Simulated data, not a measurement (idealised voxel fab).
Documented hereafter: the process module known as voxel capacitor over wiring.
We display cut, a cross-section 270 nm in width whose square cells are each 5 nm.
A cross-section is written here as square cells arranged in a grid, and it is given in bands from the top down, each band taking up one or more rows of cells.
It is stipulated that each band's entry specify, in nanometres, the height of the top of the band and then that of its bottom, followed by the materials of the band in left-to-right sequence, each together with its width in nanometres. A single material marked by the word "all across" is understood to fill the band from edge to edge; the word "empty" is understood to denote empty space.
It should be noted that heights are counted from 0, beneath which the wafer as supplied is of one material throughout, and that the lowest band possesses no lower boundary but continues downward, as written in "top 0, no bottom".
The two numbers in a width such as "30..40" mark its ends across the band: the first belongs to the top row of cells, the second to the bottom row, and from each row to the next the width moves by the same amount.
It should be understood that the words "remained unchanged", when stated for a given step, signify that the cross-section underwent no change in any of its cells during that step.
Empty spaces counting at least 8 cells and having no open way to the top are listed in "Enclosed cavity list". The notation width x height at distance is used for each, the distance being from the left edge and all three values in nm.
after a step's settings: what the simulator itself notes on the step
Among the settings permitted on a step's line is "overlay nm"; applied to a step with a mask, it specifies the extent to which the mask lay to the right of its planned position, whereas a negative figure signifies a position to the left.

**Intended process steps**
1: RECEIVE,material Si
2: CONFORMAL_DEP,material SiO2,thk nm 10
3: DIRECTIONAL_DEP,material TiN,thk nm 5
4: DIRECTIONAL_DEP,material W,thk nm 15
5: MASKED_ETCH,tone cover,mask id METAL_1,width nm 25,pitch nm 95,etch materials W,depth nm 15,overlay nm -15
6: MASKED_ETCH,tone cover,mask id METAL_1,width nm 25,pitch nm 95,etch materials TiN,depth nm 5,overlay nm 0
7: CONFORMAL_DEP,material SiCN,thk nm 5
8: FILL_DEP,material lowk,thk nm 10
9: CMP,height nm 30
10: CONFORMAL_DEP,material SiCN,thk nm 5
11: DIRECTIONAL_DEP,material SiO2,thk nm 10
12: DIRECTIONAL_DEP,material aC,thk nm 15
13: PATTERN,tone open,mask id PLUG_1,material resist,width nm 15,thk nm 30,overlay nm 0
14: DIRECTIONAL_ETCH,etch materials aC,depth nm 15
15: STRIP,etch materials resist
16: DIRECTIONAL_ETCH,etch materials SiO2,depth nm 10
17: DIRECTIONAL_ETCH,etch materials SiCN,depth nm 5
18: STRIP,etch materials aC
19: EPI,material Ru,thk nm 10
20: EPI,material Ru,thk nm 5
21: DIRECTIONAL_DEP,material TiN,thk nm 10
22: DIRECTIONAL_DEP,material HfO2,thk nm 5
23: DIRECTIONAL_DEP,material TiN,thk nm 5
24: MASKED_ETCH,tone cover,mask id UPPER_PLATE,width nm 75,etch materials TiN,depth nm 5,overlay nm 0
25: MASKED_ETCH,tone cover,mask id UPPER_PLATE,width nm 75,etch materials HfO2,depth nm 5,overlay nm 0
26: DIRECTIONAL_DEP,material aC,thk nm 10
27: PATTERN,tone cover,mask id LOWER_PLATE,material resist,width nm 85,thk nm 25,overlay nm 0
28: DIRECTIONAL_ETCH,etch materials aC,depth nm 10
29: STRIP,etch materials resist
30: DIRECTIONAL_ETCH,etch materials TiN,depth nm 10
31: STRIP,etch materials aC
32: FILL_DEP,material SiO2,thk nm 20
33: CMP,height nm 80
34: PATTERN,tone open,mask id PLUG_2,material resist,width nm 15,thk nm 20,overlay nm 0
35: DIRECTIONAL_ETCH,etch materials SiO2,depth nm 15
36: STRIP,etch materials resist
37: CONFORMAL_DEP,material TiN,thk nm 5
38: FILL_DEP,material W,thk nm 10
39: CMP,height nm 80
40: CONFORMAL_DEP,material SiN,thk nm 5
Variable across wafers: step 5 overlay nm (plan value is that of the first wafer; starting state common to all).

**This is how the first of several wafers looked in cross-section when it arrived, which is after step 1**
  top 0, no bottom  Si all across
  Enclosed cavity list: none

**Table: wafers, a row each; end-of-module cell change per material since receipt, gain (+), loss (-); then closed voids**
overlay nm -15; +15 HfO2; +107 SiCN; +54 SiN; +524 SiO2; +72 TiN; +32 W; +114 lowk; Enclosed cavity list: none
overlay nm -10; +15 HfO2; +9 Ru; +107 SiCN; +54 SiN; +515 SiO2; +70 TiN; +32 W; +116 lowk; Enclosed cavity list: none
overlay nm -5; +15 HfO2; +9 Ru; +107 SiCN; +54 SiN; +515 SiO2; +68 TiN; +32 W; +118 lowk; Enclosed cavity list: none
overlay nm 0; +15 HfO2; +9 Ru; +107 SiCN; +54 SiN; +515 SiO2; +66 TiN; +32 W; +120 lowk; Enclosed cavity list: none
overlay nm 5; +15 HfO2; +9 Ru; +107 SiCN; +54 SiN; +515 SiO2; +68 TiN; +32 W; +118 lowk; Enclosed cavity list: none
overlay nm 10; +15 HfO2; +9 Ru; +107 SiCN; +54 SiN; +515 SiO2; +70 TiN; +32 W; +116 lowk; Enclosed cavity list: none
overlay nm 15; +15 HfO2; +9 Ru; +107 SiCN; +54 SiN; +515 SiO2; +72 TiN; +32 W; +114 lowk; Enclosed cavity list: none
